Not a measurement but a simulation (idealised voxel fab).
A process module follows: voxel lift off.
200 nm wide, 5 nm square cells: that's cross-section cut.
Cross-section = grid of square cells, listed top down in bands; band = one or more rows. Band: top height; bottom height; in nm. Then, left to right: material with width in nm, for each material. "edge to edge": a single material spanning edge to edge. "empty": empty space. Ref level 0: as-received wafer is one material below here. Bottom band extends down with no lower bound ("0 nm and below"). Top row gets the first number, bottom row gets the second, and each row in between changes by the same step: that is how a band width like "30..40" works. Any step labelled "nothing altered" changed none of the cells in the cross-section. So "Enclosed void catalog" is basically the list of trapped voids: any empty space of 8 cells or more that can't reach the top through an opening. They're written width x height at distance, the distance being from the left edge, and it's all nm. On each step's line, the part that comes after the settings is the simulator's own comment on the step. Each step line may optionally specify "overlay nm", which for a step with a mask gives the rightward distance between the mask's planned place and where it lay, a negative value indicating the leftward direction.
## So here's the lineup of process steps we planned
1,op RECEIVE | material Si
2,op CONFORMAL_DEP | material SiN | thk nm 10
3,op PATTERN | tone open | mask id LINES | material resist | width nm 15 | pitch nm 40 | thk nm 30 | overlay nm -15
4,op DIRECTIONAL_DEP | material Ru | thk nm 15
5,op STRIP | etch materials resist
6,op CONFORMAL_DEP | material SiO2 | thk nm 10
Same starting wafers, different overlay nm at step 3. Plan value belongs to the first wafer.
## The first of several wafers, as received after step 1, seen in section
    0 nm and below  Si edge to edge
    Enclosed void catalog: none
## Wafer cross-section (first of several) - module end, post step 6 (last step)
    35 nm to 25 nm  empty 45, SiO2 35, empty 5, SiO2 35, empty 80
    25 nm to 20 nm  empty 45, SiO2 10, Ru 15, SiO2 10, empty 5, SiO2 10, Ru 15, SiO2 10, empty 80
    20 nm to 10 nm  SiO2 55, Ru 15, SiO2 25, Ru 15, SiO2 90
    10 nm to 0 nm  SiN edge to edge
    0 nm and below  Si edge to edge
    Enclosed void catalog: none
## Cross-sectional depiction of the last of several wafers upon completion of the module
    35 nm to 25 nm  empty 75, SiO2 35, empty 5, SiO2 35, empty 50
    25 nm to 20 nm  empty 75, SiO2 10, Ru 15, SiO2 10, empty 5, SiO2 10, Ru 15, SiO2 10, empty 50
    20 nm to 10 nm  SiO2 85, Ru 15, SiO2 25, Ru 15, SiO2 60
    10 nm to 0 nm  SiN edge to edge
    0 nm and below  Si edge to edge
    Enclosed void catalog: none
## Below, a row for every wafer. Read it as the end-of-module picture: for each material the wafer shows its cells gained (+) or lost (-) since it was received, and then its closed voids
overlay nm -15, +18 Ru, +80 SiN, +104 SiO2, Enclosed void catalog: none
overlay nm -10, +18 Ru, +80 SiN, +104 SiO2, Enclosed void catalog: none
overlay nm -5, +18 Ru, +80 SiN, +104 SiO2, Enclosed void catalog: none
overlay nm 0, +18 Ru, +80 SiN, +104 SiO2, Enclosed void catalog: none
overlay nm 5, +18 Ru, +80 SiN, +104 SiO2, Enclosed void catalog: none
overlay nm 10, +18 Ru, +80 SiN, +104 SiO2, Enclosed void catalog: none
overlay nm 15, +18 Ru, +80 SiN, +104 SiO2, Enclosed void catalog: none
